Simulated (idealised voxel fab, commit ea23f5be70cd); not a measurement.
The process module that follows is named voxel ribs on slabs.
Each square cell in cross-section cut measures 5 nm, and the section as a whole is 275 nm wide.
Cross-section format: a grid of square cells, given as bands from top to bottom; each band is one or more rows of cells. Quick guide to a band line: top height, bottom height (nm) up front; then every material left to right with its width in nm. Only one material and it's marked "all across"? Then it fills the band edge to edge. And "blank" just means empty space. Beneath 0, the wafer as received is one material, and that level is where height counting begins. The lowest band goes on downward without a bottom; it is written like "0 -> down". Per-row width for "30 to 40": begins at first number (top row of band), ends at second number (bottom row), increment between rows held constant. "changes: none", as given for a step, is the statement that not any cell of the cross-section underwent a change during that step. Basically, "Voids, sealed" tells you about the enclosed voids: empty spaces with no open way to the top, 8 cells or bigger, each written width x height at distance, where distance is from the left edge, all in nm. Step line, after settings: the simulator's comment on this step. overlay nm: where the mask lay relative to plan, measured to the right, on steps with a mask; negatives go left.
**Steps in the process plan**
1 RECEIVE: material Si
2 DIRECTIONAL_DEP: material SiO2, thk nm 25
3 DIRECTIONAL_DEP: material SiN, thk nm 15
4 MASKED_ETCH: tone cover, mask id RIB, width nm 15, etch materials SiN, depth nm 10, overlay nm 0
5 PATTERN: tone cover, mask id SLAB, material resist, width nm 55, thk nm 20, overlay nm 0
6 DIRECTIONAL_ETCH: etch materials SiN, depth nm 5
7 STRIP: etch materials resist
8 FILL_DEP: material SiO2, thk nm 15
9 CMP: height nm 50
10 DIRECTIONAL_DEP: material TiN, thk nm 10
11 PATTERN: tone cover, mask id HEATER, material resist, width nm 25, thk nm 15, overlay nm 0
12 DIRECTIONAL_ETCH: etch materials TiN, depth nm 10
13 STRIP: etch materials resist
14 CONFORMAL_DEP: material SiN, thk nm 5
**Wafer, first of two, run as planned**
**Received-state cross-section, reflecting completion of step 1**
    0 -> down | Si all across
    Voids, sealed: none
**Cross-section: wafer state after step 2**
    25 -> 0 | SiO2 all across
    Note: structure below 0 unchanged.
**Cross-section: wafer state after step 3**
    40 -> 25 | SiN all across
    Note: structure below 25 unchanged.
**Cross-section: wafer state after step 4**
    40 -> 30 | blank (130), then SiN (15), then blank (130)
    Note: structure below 30 unchanged.
**Cross-section: wafer state after step 5**
    60 -> 40 | blank (110), then resist (55), then blank (110)
    40 -> 30 | blank (110), then resist (20), then SiN (15), then resist (20), then blank (110)
    Note: structure below 30 unchanged.
**Cross-section: wafer state after step 6**
    60 -> 40 | blank (110), then resist (55), then blank (110)
    40 -> 30 | blank (110), then resist (20), then SiN (15), then resist (20), then blank (110)
    30 -> 25 | blank (110), then SiN (55), then blank (110)
    Note: structure below 25 unchanged.
**Cross-section: wafer state after step 7**
    40 -> 30 | blank (130), then SiN (15), then blank (130)
    Note: structure below 30 unchanged.
**Cross-section: wafer state after step 8**
    55 -> 40 | SiO2 all across
    40 -> 30 | SiO2 (130), then SiN (15), then SiO2 (130)
    30 -> 25 | SiO2 (110), then SiN (55), then SiO2 (110)
    Note: structure below 25 unchanged.
**Cross-section: wafer state after step 9**
    50 -> 40 | SiO2 all across
    Note: structure below 40 unchanged.
**Cross-section: wafer state after step 10**
    60 -> 50 | TiN all across
    Note: structure below 50 unchanged.
**Cross-section: wafer state after step 11**
    75 -> 60 | blank (125), then resist (25), then blank (125)
    Note: structure below 60 unchanged.
**Cross-section: wafer state after step 12**
    75 -> 60 | blank (125), then resist (25), then blank (125)
    60 -> 50 | blank (125), then TiN (25), then blank (125)
    Note: structure below 50 unchanged.
**Cross-section: wafer state after step 13**
    60 -> 50 | blank (125), then TiN (25), then blank (125)
    Note: structure below 50 unchanged.
**Cross-section: wafer state after step 14**
    65 -> 60 | blank (120), then SiN (35), then blank (120)
    60 -> 55 | blank (120), then SiN (5), then TiN (25), then SiN (5), then blank (120)
    55 -> 50 | SiN (125), then TiN (25), then SiN (125)
    Note: structure below 50 unchanged.
**Okay, second wafer. Nothing different at the start, nothing different in the plan, just one mistake somewhere in the running. As far as step 1, counting that step, it's the first wafer all over again**
**Second wafer cross-section, taken as of the time the plan sets for step 2 to be done**
    30 -> 0 | SiO2 all across
    Note: structure below 0 unchanged.
**Second wafer cross-section, taken as of the time the plan sets for step 3 to be done**
    45 -> 30 | SiN all across
    Note: structure below 30 unchanged.
**Second wafer cross-section, taken as of the time the plan sets for step 4 to be done**
    45 -> 35 | blank (130), then SiN (15), then blank (130)
    Note: structure below 35 unchanged.
**Second wafer cross-section, taken as of the time the plan sets for step 5 to be done**
    65 -> 45 | blank (110), then resist (55), then blank (110)
    45 -> 35 | blank (110), then resist (20), then SiN (15), then resist (20), then blank (110)
    Note: structure below 35 unchanged.
**Second wafer cross-section, taken as of the time the plan sets for step 6 to be done**
    65 -> 45 | blank (110), then resist (55), then blank (110)
    45 -> 35 | blank (110), then resist (20), then SiN (15), then resist (20), then blank (110)
    35 -> 30 | blank (110), then SiN (55), then blank (110)
    Note: structure below 30 unchanged.
**Second wafer cross-section, taken as of the time the plan sets for step 7 to be done**
    45 -> 35 | blank (130), then SiN (15), then blank (130)
    Note: structure below 35 unchanged.
**Second wafer cross-section, taken as of the time the plan sets for step 8 to be done**
    60 -> 45 | SiO2 all across
    45 -> 35 | SiO2 (130), then SiN (15), then SiO2 (130)
    35 -> 30 | SiO2 (110), then SiN (55), then SiO2 (110)
    Note: structure below 30 unchanged.
**Second wafer cross-section, taken as of the time the plan sets for step 9 to be done**
    50 -> 45 | SiO2 all across
    Note: structure below 45 unchanged.
**Second wafer cross-section, taken as of the time the plan sets for step 10 to be done**
    60 -> 50 | TiN all across
    Note: structure below 50 unchanged.
**Second wafer cross-section, taken as of the time the plan sets for step 11 to be done**
    75 -> 60 | blank (125), then resist (25), then blank (125)
    Note: structure below 60 unchanged.
**Second wafer cross-section, taken as of the time the plan sets for step 12 to be done**
    75 -> 60 | blank (125), then resist (25), then blank (125)
    60 -> 50 | blank (125), then TiN (25), then blank (125)
    Note: structure below 50 unchanged.
**Second wafer cross-section, taken as of the time the plan sets for step 13 to be done**
    60 -> 50 | blank (125), then TiN (25), then blank (125)
    Note: structure below 50 unchanged.
**Second wafer cross-section, taken as of the time the plan sets for step 14 to be done**
    65 -> 60 | blank (120), then SiN (35), then blank (120)
    60 -> 55 | blank (120), then SiN (5), then TiN (25), then SiN (5), then blank (120)
    55 -> 50 | SiN (125), then TiN (25), then SiN (125)
    Note: structure below 50 unchanged.
So what did we get wrong on this run? note that step 2 departed from the planned setting and was carried out as DIRECTIONAL_DEP: material SiO2, thk nm 30
If you tally the cells, the second wafer ends up with the same amount of every material as the first; it's all just sitting in different places.
